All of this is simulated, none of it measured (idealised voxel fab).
Name of the process module below: voxel ribs on slabs
Cross-section cut: width 145 nm, square cells of 5 nm.
Cross-section format: a grid of square cells, given as bands from top to bottom; each band is one or more rows of cells. Heights first: top, then bottom, in nm. Then materials, left to right, each with a width in nm. "everywhere" on a single material: fills the band edge to edge. "blank": empty space. Height 0 is the level under which the wafer as received is all one material. The lowest band goes on downwards, as in "z 0 and below". The notation "30 to 40" denotes a width that varies across the rows of cells in the band, beginning at the first number in the top row, finishing at the second number in the bottom row, and changing by an identical amount from each row to the next. "remained unchanged" -> step changed no cross-section cell. This entry, "Sealed void list", enumerates those empty regions of no fewer than 8 cells that possess no open connection to the top. Each region is reported in the form width x height at distance, the distance being taken from the left edge, with all three quantities expressed in nm. after a step's settings: what the simulator itself notes on the step. A step's line can hold "overlay nm"; with a mask on that step, the setting says how far right of the planned place the mask lay, while a negative setting says it lay to the left.
**The following list gives the planned process steps**
| 1 | RECEIVE: material Si |
| 2 | DIRECTIONAL_DEP: material SiO2, thk nm 30 |
| 3 | DIRECTIONAL_DEP: material polySi, thk nm 15 |
| 4 | MASKED_ETCH: tone cover, mask id RIB, width nm 25, etch materials polySi, depth nm 5, overlay nm 0 |
| 5 | PATTERN: tone cover, mask id SLAB, material resist, width nm 65, thk nm 20, overlay nm 0 |
| 6 | DIRECTIONAL_ETCH: etch materials polySi, depth nm 10 |
| 7 | STRIP: etch materials resist |
| 8 | FILL_DEP: material SiO2, thk nm 30 |
| 9 | CMP: height nm 65 |
| 10 | DIRECTIONAL_DEP: material TiN, thk nm 10 |
| 11 | PATTERN: tone cover, mask id HEATER, material resist, width nm 35, thk nm 15, overlay nm 0 |
| 12 | DIRECTIONAL_ETCH: etch materials TiN, depth nm 10 |
| 13 | STRIP: etch materials resist |
| 14 | CONFORMAL_DEP: material SiO2, thk nm 5 |
**The first wafer of two, processed as planned**
**Delivered wafer in cross-section: state after step 1**
	z 0 and below = Si everywhere
	Sealed void list: none
**Cross-section of the wafer subsequent to step 2**
	z 30 to 0 = SiO2 everywhere
	Under the height 0 nothing was changed.
**Cross-section of the wafer subsequent to step 3**
	z 45 to 30 = polySi everywhere
	Under the height 30 nothing was changed.
**Cross-section of the wafer subsequent to step 4**
	z 45 to 40 = blank: 60; polySi: 25; blank: 60
	Under the height 40 nothing was changed.
**Cross-section of the wafer subsequent to step 5**
	z 65 to 45 = blank: 40; resist: 65; blank: 40
	z 45 to 40 = blank: 40; resist: 20; polySi: 25; resist: 20; blank: 40
	Under the height 40 nothing was changed.
**Cross-section of the wafer subsequent to step 6**
	z 65 to 45 = blank: 40; resist: 65; blank: 40
	z 45 to 40 = blank: 40; resist: 20; polySi: 25; resist: 20; blank: 40
	z 40 to 30 = blank: 40; polySi: 65; blank: 40
	Under the height 30 nothing was changed.
**Cross-section of the wafer subsequent to step 7**
	z 45 to 40 = blank: 60; polySi: 25; blank: 60
	Under the height 40 nothing was changed.
**Cross-section of the wafer subsequent to step 8**
	z 75 to 45 = SiO2 everywhere
	z 45 to 40 = SiO2: 60; polySi: 25; SiO2: 60
	z 40 to 30 = SiO2: 40; polySi: 65; SiO2: 40
	Under the height 30 nothing was changed.
**Cross-section of the wafer subsequent to step 9**
	z 65 to 45 = SiO2 everywhere
	Under the height 45 nothing was changed.
**Cross-section of the wafer subsequent to step 10**
	z 75 to 65 = TiN everywhere
	Under the height 65 nothing was changed.
**Cross-section of the wafer subsequent to step 11**
	z 90 to 75 = blank: 55; resist: 35; blank: 55
	Under the height 75 nothing was changed.
**Cross-section of the wafer subsequent to step 12**
	z 90 to 75 = blank: 55; resist: 35; blank: 55
	z 75 to 65 = blank: 55; TiN: 35; blank: 55
	Under the height 65 nothing was changed.
**Cross-section of the wafer subsequent to step 13**
	z 75 to 65 = blank: 55; TiN: 35; blank: 55
	Under the height 65 nothing was changed.
**Cross-section of the wafer subsequent to step 14**
	z 80 to 75 = blank: 50; SiO2: 45; blank: 50
	z 75 to 70 = blank: 50; SiO2: 5; TiN: 35; SiO2: 5; blank: 50
	z 70 to 65 = SiO2: 55; TiN: 35; SiO2: 55
	Under the height 65 nothing was changed.
**It is to be noted that the second wafer proceeded from the same initial state and according to the same plan as the first, although one mistake was committed in its execution; through step 1, inclusive, the two wafers share an identical history**
**The second wafer in cross-section, at the planned close of step 2**
	z 30 to 0 = TiN everywhere
	Under the height 0 nothing was changed.
**The second wafer in cross-section, at the planned close of step 3**
	z 45 to 30 = polySi everywhere
	Under the height 30 nothing was changed.
**The second wafer in cross-section, at the planned close of step 4**
	z 45 to 40 = blank: 60; polySi: 25; blank: 60
	Under the height 40 nothing was changed.
**The second wafer in cross-section, at the planned close of step 5**
	z 65 to 45 = blank: 40; resist: 65; blank: 40
	z 45 to 40 = blank: 40; resist: 20; polySi: 25; resist: 20; blank: 40
	Under the height 40 nothing was changed.
**The second wafer in cross-section, at the planned close of step 6**
	z 65 to 45 = blank: 40; resist: 65; blank: 40
	z 45 to 40 = blank: 40; resist: 20; polySi: 25; resist: 20; blank: 40
	z 40 to 30 = blank: 40; polySi: 65; blank: 40
	Under the height 30 nothing was changed.
**The second wafer in cross-section, at the planned close of step 7**
	z 45 to 40 = blank: 60; polySi: 25; blank: 60
	Under the height 40 nothing was changed.
**The second wafer in cross-section, at the planned close of step 8**
	z 75 to 45 = SiO2 everywhere
	z 45 to 40 = SiO2: 60; polySi: 25; SiO2: 60
	z 40 to 30 = SiO2: 40; polySi: 65; SiO2: 40
	Under the height 30 nothing was changed.
**The second wafer in cross-section, at the planned close of step 9**
	z 65 to 45 = SiO2 everywhere
	Under the height 45 nothing was changed.
**The second wafer in cross-section, at the planned close of step 10**
	z 75 to 65 = TiN everywhere
	Under the height 65 nothing was changed.
**The second wafer in cross-section, at the planned close of step 11**
	z 90 to 75 = blank: 55; resist: 35; blank: 55
	Under the height 75 nothing was changed.
**The second wafer in cross-section, at the planned close of step 12**
	z 90 to 75 = blank: 55; resist: 35; blank: 55
	z 75 to 65 = blank: 55; TiN: 35; blank: 55
	Under the height 65 nothing was changed.
**The second wafer in cross-section, at the planned close of step 13**
	z 75 to 65 = blank: 55; TiN: 35; blank: 55
	Under the height 65 nothing was changed.
**The second wafer in cross-section, at the planned close of step 14**
	z 80 to 75 = blank: 50; SiO2: 45; blank: 50
	z 75 to 70 = blank: 50; SiO2: 5; TiN: 35; SiO2: 5; blank: 50
	z 70 to 65 = SiO2: 55; TiN: 35; SiO2: 55
	Under the height 65 nothing was changed.
Here's what went sideways: step 2 did not use the planned setting and instead ran as DIRECTIONAL_DEP: material TiN, thk nm 30
Final difference in cells, second wafer against first, listed per material as more or fewer: 174 fewer of SiO2; 174 more of TiN
